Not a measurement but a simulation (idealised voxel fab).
Herein follows the process module entitled voxel quadruple lines.
Xsec cut, 185 nm wide, square cell size 5 nm.
If you're reading a cross-section in this doc, picture square cells in a grid; it comes to you as bands, top ones listed first down to the bottom, and a band can be one or more rows of cells. First you get the band's top height and its bottom height, in nm, and then the materials it's made of, left to right, with each width in nm. If you see a single material with "all across", that one covers the band edge to edge. "air" is empty space. Beneath 0, the wafer as received is one material, and that level is where height counting begins. The lowest band goes on downward without a bottom; it is written like "0 -> down". Quick explanation for "30 to 40": the width changes in equal steps down the rows of cells, from the first number in the band's top row to the second number in its bottom row. "no modifications" -> step changed no cross-section cell. Listed in "Sealed voids": every empty space of 8 or more cells without an open way to the top. Form: width x height at distance, the distance being from the left edge, all in nm. Heads up: the bit after the settings on a step's line is the simulator's remark on that step. overlay nm: mask offset rightward from planned place, masked step; negative means leftward offset.

Planned process steps
| 1 | RECEIVE [material Si] |
| 2 | CONFORMAL_DEP [material Al2O3] [thk nm 10] |
| 3 | DIRECTIONAL_DEP [material Ru] [thk nm 10] |
| 4 | DIRECTIONAL_DEP [material polySi] [thk nm 20] |
| 5 | DIRECTIONAL_DEP [material aC] [thk nm 20] |
| 6 | PATTERN [tone cover] [mask id MANDREL] [material resist] [width nm 25] [pitch nm 80] [thk nm 30] [overlay nm -15] |
| 7 | DIRECTIONAL_ETCH [etch materials aC] [depth nm 20] |
| 8 | STRIP [etch materials resist] |
| 9 | CONFORMAL_DEP [material SiO2] [thk nm 15] |
| 10 | DIRECTIONAL_ETCH [etch materials SiO2] [depth nm 15] |
| 11 | STRIP [etch materials aC] |
| 12 | DIRECTIONAL_ETCH [etch materials polySi] [depth nm 20] |
| 13 | STRIP [etch materials SiO2] |
| 14 | CONFORMAL_DEP [material SiN] [thk nm 5] |
| 15 | DIRECTIONAL_ETCH [etch materials SiN] [depth nm 5] |
| 16 | STRIP [etch materials polySi] |
| 17 | DIRECTIONAL_ETCH [etch materials Ru] [depth nm 10] |
| 18 | STRIP [etch materials SiN] |
Wafers differ in overlay nm at step 6; plan lists the first wafer's value; identical starting state.

Incoming state of the first of several wafers in cross-section: after step 1
	0 -> down  Si all across
	Sealed voids: none

first wafer at the end, after step 18
	20 -> 10  5 air; 5 Ru; 15 air; 5 Ru; 15 air; 5 Ru; 15 air; 5 Ru; 15 air; 5 Ru; 15 air; 5 Ru; 15 air; 5 Ru; 15 air; 5 Ru; 35 air
	10 -> 0  Al2O3 all across
	0 -> down  Si all across
	Sealed voids: none

Cross-sectional view of the final wafer of several at the module's end
	20 -> 10  35 air; 5 Ru; 15 air; 5 Ru; 15 air; 5 Ru; 15 air; 5 Ru; 15 air; 5 Ru; 15 air; 5 Ru; 15 air; 5 Ru; 15 air; 5 Ru; 5 air
	10 -> 0  Al2O3 all across
	0 -> down  Si all across
	Sealed voids: none

Per wafer (row), end of module: delta in cells per material since receipt, (+) for gained, (-) for lost; closed voids after that
overlay nm -15, +74 Al2O3, +16 Ru, Sealed voids: none
overlay nm -10, +74 Al2O3, +16 Ru, Sealed voids: none
overlay nm -5, +74 Al2O3, +16 Ru, Sealed voids: none
overlay nm 0, +74 Al2O3, +16 Ru, Sealed voids: none
overlay nm 5, +74 Al2O3, +16 Ru, Sealed voids: none
overlay nm 10, +74 Al2O3, +16 Ru, Sealed voids: none
overlay nm 15, +74 Al2O3, +16 Ru, Sealed voids: none
